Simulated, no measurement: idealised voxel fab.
This section sets out a process module, namely voxel local oxidation.
We display cut, a cross-section 170 nm in width whose square cells are each 5 nm.
How to read a cross-section here: the picture is a grid of square cells, written as bands going from the top down, and any band can span one or more rows of cells.
This entry defines a band. It first specifies the height of the band's top and the height of its bottom in nm, and then specifies the band's materials from left to right, stating each material with its width in nm. The word "all across" identifies a single material that fills the band from edge to edge, while the word "blank" identifies empty space.
Heights are expressed relative to 0, this being the level below which the as-received wafer comprises one material exclusively. The lowest band is unbounded in the downward direction and is denoted as in "0..down".
Think of "30->40" as a width that walks from the first number to the second as you go down the band, top row to bottom row, taking equal-sized steps from row to row.
"changes: none" -> step changed no cross-section cell.
"Cavities, closed" specifies each empty space that is not open to the top and that occupies no fewer than 8 cells, using the form width x height at distance, the distance measured from the left edge and all three quantities in nm.
On a step's line, text after the settings is the simulator commenting on that step.
"overlay nm" denotes, for a step that has a mask, the displacement of the mask to the right of its planned place, with negative values corresponding to the left.
# Steps planned for the process
1) RECEIVE, material Si
2) CONFORMAL_DEP, material SiO2, thk nm 5
3) CONFORMAL_DEP, material SiN, thk nm 15
4) PATTERN, tone cover, mask id ACTIVE, material resist, width nm 120, thk nm 15, overlay nm 0
5) DIRECTIONAL_ETCH, etch materials SiN, depth nm 15
6) STRIP, etch materials resist
7) SELECTIVE_ETCH, etch materials SiO2, depth nm 5
8) OXIDIZE, depth nm 15
9) STRIP, etch materials SiN
# Cross-section of the incoming wafer, state after step 1
> 0..down | Si all across
> Cavities, closed: none
# Sectioned view, first of two wafers, at the close of the module, processed as intended in the plan
> 5..0 | blank 30 nm  SiO2 110 nm  blank 30 nm
> 0..-15 | SiO2 45 nm  Si 80 nm  SiO2 45 nm
> -15..down | Si all across
> Cavities, closed: none
# What the second wafer looks like in cross-section once the module is done. Its start and its plan matched the first wafer's exactly; what differed was one mistake in how it was run
> 0..-15 | SiO2 40 nm  Si 90 nm  SiO2 40 nm
> -15..down | Si all across
> Cavities, closed: none
Processing error: step 2 in the plan did not get run; it was skipped
Once processing is complete, comparing cell counts shows that the second wafer has more or fewer of certain materials than the first: Si +6 | SiO2 -28
